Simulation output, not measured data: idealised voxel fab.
process module | voxel air gaps
cross-section cut | 230 nm wide | cells 5 nm
A cross-section is a grid of square cells, given in bands from the top down. A band is one or more rows of cells.
Each band's line starts with the height of the band's top and of its bottom, in nm. Then come its materials from left to right, each with its width in nm. One material with "throughout" fills the band from edge to edge. "air" is empty space.
Height 0 is the level under which the wafer as received is all one material. The lowest band goes on downwards, as in "0 down".
A width such as "30 to 40" changes by the same amount from each row of cells to the next, from the band's top row to its bottom row.
"no change" after a step means that no cell of the cross-section changed.
closed voids: empty space of 8 cells or more with no open way to the top, each as width x height at its distance from the left edge, in nm
after a step's settings: what the simulator itself notes on the step
overlay nm, on a step with a mask: how far to the right of its planned place the mask lay; to the left if negative
plan
1 op RECEIVE | material Si
2 op CONFORMAL_DEP | material SiO2 | thk nm 10
3 op CONFORMAL_DEP | material SiN | thk nm 5
4 op DIRECTIONAL_DEP | material lowk | thk nm 40
5 op DIRECTIONAL_DEP | material aC | thk nm 15
6 op PATTERN | tone open | mask id LINES | material resist | width nm 20 | pitch nm 45 | thk nm 30 | overlay nm 0
7 op DIRECTIONAL_ETCH | etch materials aC | depth nm 15
8 op STRIP | etch materials resist
9 op DIRECTIONAL_ETCH | etch materials lowk | depth nm 40
10 op STRIP | etch materials aC
11 op CONFORMAL_DEP | material TiN | thk nm 5
12 op FILL_DEP | material Cu | thk nm 5
13 op CMP | height nm 55
14 op EPI | material Ru | thk nm 10
15 op SELECTIVE_ETCH | etch materials lowk | depth nm 50
16 op CONFORMAL_DEP | material SiCN | thk nm 5
first wafer, as planned
as received, after step 1
  0 down: Si throughout
  closed voids: none
after step 2
  10 to 0: SiO2 throughout
  below 0: unchanged
after step 3
  15 to 10: SiN throughout
  below 10: unchanged
after step 4
  55 to 15: lowk throughout
  below 15: unchanged
after step 5
  70 to 55: aC throughout
  below 55: unchanged
after step 6
  100 to 70: resist 60 | air 20 | resist 25 | air 20 | resist 25 | air 20 | resist 60
  below 70: unchanged
after step 7
  85 to 70: resist 60 | air 20 | resist 25 | air 20 | resist 25 | air 20 | resist 60
  70 to 55: aC 60 | air 20 | aC 25 | air 20 | aC 25 | air 20 | aC 60
  below 55: unchanged
after step 8
  70 to 55: aC 60 | air 20 | aC 25 | air 20 | aC 25 | air 20 | aC 60
  below 55: unchanged
after step 9
  70 to 55: aC 60 | air 20 | aC 25 | air 20 | aC 25 | air 20 | aC 60
  55 to 15: lowk 60 | air 20 | lowk 25 | air 20 | lowk 25 | air 20 | lowk 60
  below 15: unchanged
after step 10
  55 to 15: lowk 60 | air 20 | lowk 25 | air 20 | lowk 25 | air 20 | lowk 60
  below 15: unchanged
after step 11
  60 to 55: TiN 65 | air 10 | TiN 35 | air 10 | TiN 35 | air 10 | TiN 65
  55 to 20: lowk 60 | TiN 5 | air 10 | TiN 5 | lowk 25 | TiN 5 | air 10 | TiN 5 | lowk 25 | TiN 5 | air 10 | TiN 5 | lowk 60
  20 to 15: lowk 60 | TiN 20 | lowk 25 | TiN 20 | lowk 25 | TiN 20 | lowk 60
  below 15: unchanged
after step 12
  65 to 60: Cu throughout
  60 to 55: TiN 65 | Cu 10 | TiN 35 | Cu 10 | TiN 35 | Cu 10 | TiN 65
  55 to 20: lowk 60 | TiN 5 | Cu 10 | TiN 5 | lowk 25 | TiN 5 | Cu 10 | TiN 5 | lowk 25 | TiN 5 | Cu 10 | TiN 5 | lowk 60
  below 20: unchanged
after step 13
  55 to 20: lowk 60 | TiN 5 | Cu 10 | TiN 5 | lowk 25 | TiN 5 | Cu 10 | TiN 5 | lowk 25 | TiN 5 | Cu 10 | TiN 5 | lowk 60
  below 20: unchanged
after step 14
  65 to 55: air 50 | Ru 40 | air 5 | Ru 40 | air 5 | Ru 40 | air 50
  below 55: unchanged
after step 15
  65 to 55: air 50 | Ru 40 | air 5 | Ru 40 | air 5 | Ru 40 | air 50
  55 to 20: air 60 | TiN 5 | Cu 10 | TiN 5 | air 25 | TiN 5 | Cu 10 | TiN 5 | air 25 | TiN 5 | Cu 10 | TiN 5 | air 60
  20 to 15: air 60 | TiN 20 | air 25 | TiN 20 | air 25 | TiN 20 | air 60
  below 15: unchanged
after step 16
  70 to 65: air 45 | SiCN 140 | air 45
  65 to 55: air 45 | SiCN 5 | Ru 40 | SiCN 5 | Ru 40 | SiCN 5 | Ru 40 | SiCN 5 | air 45
  55 to 50: air 45 | SiCN 15 | TiN 5 | Cu 10 | TiN 5 | SiCN 25 | TiN 5 | Cu 10 | TiN 5 | SiCN 25 | TiN 5 | Cu 10 | TiN 5 | SiCN 15 | air 45
  50 to 20: air 55 | SiCN 5 | TiN 5 | Cu 10 | TiN 5 | SiCN 5 | air 15 | SiCN 5 | TiN 5 | Cu 10 | TiN 5 | SiCN 5 | air 15 | SiCN 5 | TiN 5 | Cu 10 | TiN 5 | SiCN 5 | air 55
  20 to 15: SiCN 60 | TiN 20 | SiCN 25 | TiN 20 | SiCN 25 | TiN 20 | SiCN 60
  below 15: unchanged
  closed voids: 15 x 30 at 85; 15 x 30 at 130
second wafer: like start, like plan, one mistake. Through step 13 it matches the first wafer
when step 14 should have ended
  55 to 20: air 60 | TiN 5 | Cu 10 | TiN 5 | air 25 | TiN 5 | Cu 10 | TiN 5 | air 25 | TiN 5 | Cu 10 | TiN 5 | air 60
  20 to 15: air 60 | TiN 20 | air 25 | TiN 20 | air 25 | TiN 20 | air 60
  below 15: unchanged
when step 15 should have ended
  65 to 55: air 50 | Ru 40 | air 5 | Ru 40 | air 5 | Ru 40 | air 50
  55 to 20: air 50 | Ru 10 | TiN 5 | Cu 10 | TiN 5 | Ru 10 | air 5 | Ru 10 | TiN 5 | Cu 10 | TiN 5 | Ru 10 | air 5 | Ru 10 | TiN 5 | Cu 10 | TiN 5 | Ru 10 | air 50
  20 to 15: air 50 | Ru 10 | TiN 20 | Ru 10 | air 5 | Ru 10 | TiN 20 | Ru 10 | air 5 | Ru 10 | TiN 20 | Ru 10 | air 50
  below 15: unchanged
when step 16 should have ended
  70 to 65: air 45 | SiCN 140 | air 45
  65 to 55: air 45 | SiCN 5 | Ru 40 | SiCN 5 | Ru 40 | SiCN 5 | Ru 40 | SiCN 5 | air 45
  55 to 20: air 45 | SiCN 5 | Ru 10 | TiN 5 | Cu 10 | TiN 5 | Ru 10 | SiCN 5 | Ru 10 | TiN 5 | Cu 10 | TiN 5 | Ru 10 | SiCN 5 | Ru 10 | TiN 5 | Cu 10 | TiN 5 | Ru 10 | SiCN 5 | air 45
  20 to 15: SiCN 50 | Ru 10 | TiN 20 | Ru 10 | SiCN 5 | Ru 10 | TiN 20 | Ru 10 | SiCN 5 | Ru 10 | TiN 20 | Ru 10 | SiCN 50
  below 15: unchanged
what went wrong: steps 14 and 15 were swapped
at the end the second wafer has, in cells: 96 more of Ru | 36 fewer of SiCN
closed voids at the end (first wafer, second wafer): 2, 0
